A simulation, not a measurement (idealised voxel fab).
The process module that follows is named voxel wiring stack.
Xsec cut, 260 nm wide, square cell size 5 nm.
Square cells in a grid make up a cross-section in this document, and the grid is given as bands, listed from the top down, each one or more rows of cells.
Per band: top height and bottom height in nm, followed by the left-to-right materials and their widths in nm; "edge to edge" marks a single material spanning edge to edge, "air" marks empty space.
Zero point of the height axis is 0; under it, received wafer = one material. Lowest band: continues down indefinitely, "from 0 down".
Graded width ("30->40"): value in top row of band = first number; value in bottom row = second number; row-to-row change constant.
The cross-section has no changed cell in any step marked "all unchanged".
Enclosed voids (no open way to top), threshold 8 cells or more, entry "Completely enclosed voids", notation width x height at distance, distance from left edge, nm.
Formally, on a step line, whatever follows the settings is a remark that the simulator itself makes on the step.
Regarding "overlay nm": on a step with a mask, it is the distance the mask lay to the right of its planned place; a negative value places it to the left.

Steps in the process plan
1: RECEIVE (material Si)
2: CONFORMAL_DEP (material SiO2; thk nm 10)
3: DIRECTIONAL_DEP (material TiN; thk nm 5)
4: DIRECTIONAL_DEP (material Ru; thk nm 25)
5: DIRECTIONAL_DEP (material aC; thk nm 10)
6: PATTERN (tone cover; mask id METAL_1; material resist; width nm 20; pitch nm 50; thk nm 25; overlay nm 0)
7: DIRECTIONAL_ETCH (etch materials aC; depth nm 10)
8: STRIP (etch materials resist)
9: DIRECTIONAL_ETCH (etch materials Ru; depth nm 25)
10: DIRECTIONAL_ETCH (etch materials TiN; depth nm 5)
11: STRIP (etch materials aC)
12: CONFORMAL_DEP (material SiN; thk nm 5)
13: FILL_DEP (material lowk; thk nm 10)
14: CMP (height nm 40)
15: CONFORMAL_DEP (material SiCN; thk nm 5)
16: DIRECTIONAL_DEP (material lowk; thk nm 25)
17: MASKED_ETCH (tone open; mask id METAL_2_HOLES; width nm 15; pitch nm 50; etch materials lowk; depth nm 25; overlay nm 0)
18: PATTERN (tone open; mask id METAL_2; material resist; width nm 15; pitch nm 50; thk nm 20; overlay nm 0)
19: DIRECTIONAL_ETCH (etch materials lowk; depth nm 15)
20: DIRECTIONAL_ETCH (etch materials SiCN; depth nm 5)
21: STRIP (etch materials resist)
22: CONFORMAL_DEP (material TiN; thk nm 5)
23: FILL_DEP (material Ru; thk nm 5)
24: CMP (height nm 70)
25: CONFORMAL_DEP (material SiCN; thk nm 5)
26: DIRECTIONAL_DEP (material lowk; thk nm 35)
27: PATTERN (tone open; mask id METAL_3; material resist; width nm 20; pitch nm 50; thk nm 20; overlay nm 0)
28: DIRECTIONAL_ETCH (etch materials lowk; depth nm 20)
29: STRIP (etch materials resist)
30: MASKED_ETCH (tone open; mask id METAL_3_HOLES; width nm 15; pitch nm 50; etch materials lowk; depth nm 15; overlay nm 0)
31: MASKED_ETCH (tone open; mask id METAL_3_HOLES; width nm 15; pitch nm 50; etch materials SiCN; depth nm 5; overlay nm 0)
32: CONFORMAL_DEP (material TiN; thk nm 5)
33: FILL_DEP (material Cu; thk nm 5)
34: CMP (height nm 110)
35: CONFORMAL_DEP (material SiCN; thk nm 5)
Variable across wafers: step 18 width nm (plan value is that of the first wafer; starting state common to all).

Cross-section: the first of several wafers in its as-received state, i.e. following step 1
    from 0 down: Si edge to edge
    Completely enclosed voids: none

Wafer rows; end of module; cells per material since receipt: (+) gained, (-) lost; then closed voids
width nm 15; +40 Cu; +104 Ru; +136 SiCN; +76 SiN; +104 SiO2; +144 TiN; +592 lowk; Completely enclosed voids: none
width nm 20; +40 Cu; +108 Ru; +132 SiCN; +76 SiN; +104 SiO2; +144 TiN; +592 lowk; Completely enclosed voids: none
width nm 25; +40 Cu; +116 Ru; +132 SiCN; +76 SiN; +104 SiO2; +148 TiN; +580 lowk; Completely enclosed voids: none
width nm 30; +40 Cu; +124 Ru; +132 SiCN; +76 SiN; +104 SiO2; +152 TiN; +568 lowk; Completely enclosed voids: none
width nm 35; +40 Cu; +132 Ru; +132 SiCN; +76 SiN; +104 SiO2; +156 TiN; +556 lowk; Completely enclosed voids: none
